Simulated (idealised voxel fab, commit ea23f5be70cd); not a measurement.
The process module that follows is named voxel fin reveal.
FYI the section here is cut, 230 nm wide, cells are 5 nm squares.
Cross-section format: a grid of square cells, given as bands from top to bottom; each band is one or more rows of cells.
Each band's line starts with the height of the band's top and of its bottom, in nm. Then come its materials from left to right, each with its width in nm. One material with "everywhere" fills the band from edge to edge. "empty" is empty space.
Height reference: 0 = level under which incoming wafer is all one material. Lowest band: no bottom, runs on downward, e.g. "z 0 and below".
The two numbers in a width such as "30->40" mark its ends across the band: the first belongs to the top row of cells, the second to the bottom row, and from each row to the next the width moves by the same amount.
Step note "same as before" = no cross-section cell changed.
"Fully sealed cavities": empty spaces of 8 cells or more with no open way to the top, each given as width x height at distance, distance from the left edge, all in nm.
Post-settings text on a step line: simulator's own remark regarding the step.
"overlay nm", when on a step's line for a step with a mask, measures how far to the right of its planned place the mask lay; a negative measure means to the left.
**Process steps - plan**
- 1: RECEIVE: material Si
- 2: CONFORMAL_DEP: material SiN, thk nm 10
- 3: PATTERN: tone cover, mask id FINS, material resist, width nm 15, pitch nm 35, thk nm 20, overlay nm 0
- 4: DIRECTIONAL_ETCH: etch materials SiN, depth nm 10
- 5: DIRECTIONAL_ETCH: etch materials Si, depth nm 40
- 6: STRIP: etch materials resist
- 7: OXIDIZE: depth nm 5
- 8: FILL_DEP: material SiO2, thk nm 15
- 9: CMP: height nm 10
- 10: SELECTIVE_ETCH: etch materials SiO2, depth nm 20
- 11: STRIP: etch materials SiN
- 12: CONFORMAL_DEP: material SiO2, thk nm 5
**First wafer out of two, processed as planned**
**So this is the incoming wafer in cross-section - it's already been through step 1**
  z 0 and below | Si everywhere
  Fully sealed cavities: none
**Cross-section of the wafer after step 2**
  z 10 to 0 | SiN everywhere
  Nothing below the height 0 has changed.
**Cross-section of the wafer after step 3**
  z 30 to 10 | 90 of empty, then 15 of resist, then 20 of empty, then 15 of resist, then 90 of empty
  Nothing below the height 10 has changed.
**Cross-section of the wafer after step 4**
  z 30 to 10 | 90 of empty, then 15 of resist, then 20 of empty, then 15 of resist, then 90 of empty
  z 10 to 0 | 90 of empty, then 15 of SiN, then 20 of empty, then 15 of SiN, then 90 of empty
  Nothing below the height 0 has changed.
**Cross-section of the wafer after step 5**
  z 30 to 10 | 90 of empty, then 15 of resist, then 20 of empty, then 15 of resist, then 90 of empty
  z 10 to 0 | 90 of empty, then 15 of SiN, then 20 of empty, then 15 of SiN, then 90 of empty
  z 0 to -40 | 90 of empty, then 15 of Si, then 20 of empty, then 15 of Si, then 90 of empty
  Nothing below the height -40 has changed.
**Cross-section of the wafer after step 6**
  z 10 to 0 | 90 of empty, then 15 of SiN, then 20 of empty, then 15 of SiN, then 90 of empty
  Nothing below the height 0 has changed.
**Cross-section of the wafer after step 7**
  z 10 to 0 | 90 of empty, then 15 of SiN, then 20 of empty, then 15 of SiN, then 90 of empty
  z 0 to -40 | 90 of empty, then 5 of SiO2, then 5 of Si, then 5 of SiO2, then 20 of empty, then 5 of SiO2, then 5 of Si, then 5 of SiO2, then 90 of empty
  z -40 to -45 | 95 of SiO2, then 5 of Si, then 30 of SiO2, then 5 of Si, then 95 of SiO2
  Nothing below the height -45 has changed.
**Cross-section of the wafer after step 8**
  z 25 to 10 | SiO2 everywhere
  z 10 to 0 | 90 of SiO2, then 15 of SiN, then 20 of SiO2, then 15 of SiN, then 90 of SiO2
  z 0 to -45 | 95 of SiO2, then 5 of Si, then 30 of SiO2, then 5 of Si, then 95 of SiO2
  Nothing below the height -45 has changed.
**Cross-section of the wafer after step 9**
  z 10 to 0 | 90 of SiO2, then 15 of SiN, then 20 of SiO2, then 15 of SiN, then 90 of SiO2
  Nothing below the height 0 has changed.
**Cross-section of the wafer after step 10**
  z 10 to 0 | 90 of empty, then 15 of SiN, then 20 of empty, then 15 of SiN, then 90 of empty
  z 0 to -10 | 95 of empty, then 5 of Si, then 30 of empty, then 5 of Si, then 95 of empty
  Nothing below the height -10 has changed.
**Cross-section of the wafer after step 11**
  z 0 to -10 | 95 of empty, then 5 of Si, then 30 of empty, then 5 of Si, then 95 of empty
  Nothing below the height -10 has changed.
**Cross-section of the wafer after step 12**
  z 5 to 0 | 90 of empty, then 15 of SiO2, then 20 of empty, then 15 of SiO2, then 90 of empty
  z 0 to -5 | 90 of empty, then 5 of SiO2, then 5 of Si, then 5 of SiO2, then 20 of empty, then 5 of SiO2, then 5 of Si, then 5 of SiO2, then 90 of empty
  z -5 to -45 | 95 of SiO2, then 5 of Si, then 30 of SiO2, then 5 of Si, then 95 of SiO2
  Nothing below the height -45 has changed.
**The remaining wafer, second of the two, started like the first and was run to the same plan, except that one mistake was made along the way; the two coincide through step 4, inclusive**
**Second wafer, sectioned view, at step 5's planned end time**
  z 30 to 10 | 90 of empty, then 15 of resist, then 20 of empty, then 15 of resist, then 90 of empty
  z 10 to 0 | 90 of empty, then 15 of SiN, then 20 of empty, then 15 of SiN, then 90 of empty
  z 0 to -35 | 90 of empty, then 15 of Si, then 20 of empty, then 15 of Si, then 90 of empty
  Nothing below the height -35 has changed.
**Second wafer, sectioned view, at step 6's planned end time**
  z 10 to 0 | 90 of empty, then 15 of SiN, then 20 of empty, then 15 of SiN, then 90 of empty
  Nothing below the height 0 has changed.
**Second wafer, sectioned view, at step 7's planned end time**
  z 10 to 0 | 90 of empty, then 15 of SiN, then 20 of empty, then 15 of SiN, then 90 of empty
  z 0 to -35 | 90 of empty, then 5 of SiO2, then 5 of Si, then 5 of SiO2, then 20 of empty, then 5 of SiO2, then 5 of Si, then 5 of SiO2, then 90 of empty
  z -35 to -40 | 95 of SiO2, then 5 of Si, then 30 of SiO2, then 5 of Si, then 95 of SiO2
  Nothing below the height -40 has changed.
**Second wafer, sectioned view, at step 8's planned end time**
  z 25 to 10 | SiO2 everywhere
  z 10 to 0 | 90 of SiO2, then 15 of SiN, then 20 of SiO2, then 15 of SiN, then 90 of SiO2
  z 0 to -40 | 95 of SiO2, then 5 of Si, then 30 of SiO2, then 5 of Si, then 95 of SiO2
  Nothing below the height -40 has changed.
**Second wafer, sectioned view, at step 9's planned end time**
  z 10 to 0 | 90 of SiO2, then 15 of SiN, then 20 of SiO2, then 15 of SiN, then 90 of SiO2
  Nothing below the height 0 has changed.
**Second wafer, sectioned view, at step 10's planned end time**
  z 10 to 0 | 90 of empty, then 15 of SiN, then 20 of empty, then 15 of SiN, then 90 of empty
  z 0 to -10 | 95 of empty, then 5 of Si, then 30 of empty, then 5 of Si, then 95 of empty
  Nothing below the height -10 has changed.
**Second wafer, sectioned view, at step 11's planned end time**
  z 0 to -10 | 95 of empty, then 5 of Si, then 30 of empty, then 5 of Si, then 95 of empty
  Nothing below the height -10 has changed.
**Second wafer, sectioned view, at step 12's planned end time**
  z 5 to 0 | 90 of empty, then 15 of SiO2, then 20 of empty, then 15 of SiO2, then 90 of empty
  z 0 to -5 | 90 of empty, then 5 of SiO2, then 5 of Si, then 5 of SiO2, then 20 of empty, then 5 of SiO2, then 5 of Si, then 5 of SiO2, then 90 of empty
  z -5 to -40 | 95 of SiO2, then 5 of Si, then 30 of SiO2, then 5 of Si, then 95 of SiO2
  Nothing below the height -40 has changed.
The mistake made against the process plan was this: step 5 ran differently from the plan; actual operation with settings: DIRECTIONAL_ETCH: etch materials Si, depth nm 35
Looking at both finished wafers in cells, the second ends up ahead of or behind the first on some materials: +44 Si; -44 SiO2
